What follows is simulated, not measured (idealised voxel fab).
The following process module bears the name voxel trench capacitor.
Section shown: cut. Width: 205 nm. Cell size: 5 nm, square.
Bands, listed from the top down, are how a cross-section gets written in this document; the cross-section itself is a grid of square cells, and a band is one or more rows of them. Within each band entry, the heights of the top and of the bottom of the band appear first, in that order and in nm; the materials of the band then follow from left to right, each with its corresponding width in nm. The designation "all across" on a single material indicates that it fills the band from edge to edge; the designation "blank" indicates empty space. Where do heights start? At 0: under that level the wafer as delivered is made of one material only. And the lowest band has no floor; it just carries on downward, as in "z 0 and below". When a width is written as two numbers, as in "30..40", the first number is the width in the top row of cells of the band and the second is the width in its bottom row, and the width changes by the same amount from each row to the next. When a step is marked "nothing altered", none of the cells in the cross-section changed during that step. "Entrapped void list": sealed empty spaces, 8 cells or more, no open way to top, listed width x height at distance, with distance from the left edge and width, height and distance in nm. Step line, after settings: the simulator's comment on this step. A step line may carry the setting "overlay nm", which, for steps involving a mask, states the distance by which the mask lay to the right of its intended position; negative values denote displacement to the left.
## Steps planned for the process
- 1: RECEIVE [material Si]
- 2: CONFORMAL_DEP [material SiN] [thk nm 10]
- 3: MASKED_ETCH [tone open] [mask id TRENCH] [width nm 25] [pitch nm 45] [etch materials SiN] [depth nm 10] [overlay nm 0]
- 4: MASKED_ETCH [tone open] [mask id TRENCH] [width nm 25] [pitch nm 45] [etch materials Si] [depth nm 25] [overlay nm 0]
- 5: CONFORMAL_DEP [material Al2O3] [thk nm 5]
- 6: FILL_DEP [material polySi] [thk nm 5]
- 7: CMP [height nm 10]
## Delivered wafer in cross-section: state after step 1
z 0 and below = Si all across
Entrapped void list: none
## Wafer cross-section at end of module: start and plan as shown above, one execution error
z 15 to 10 = 70 Al2O3, 15 polySi, 30 Al2O3, 15 polySi, 75 Al2O3
z 10 to 0 = 65 SiN, 5 Al2O3, 15 polySi, 5 Al2O3, 20 SiN, 5 Al2O3, 15 polySi, 5 Al2O3, 70 SiN
z 0 to -20 = 65 Si, 5 Al2O3, 15 polySi, 5 Al2O3, 20 Si, 5 Al2O3, 15 polySi, 5 Al2O3, 70 Si
z -20 to -25 = 65 Si, 25 Al2O3, 20 Si, 25 Al2O3, 70 Si
z -25 and below = Si all across
Entrapped void list: none
Error vs. plan: step 7 deviated from plan and actually ran as CMP [height nm 15]
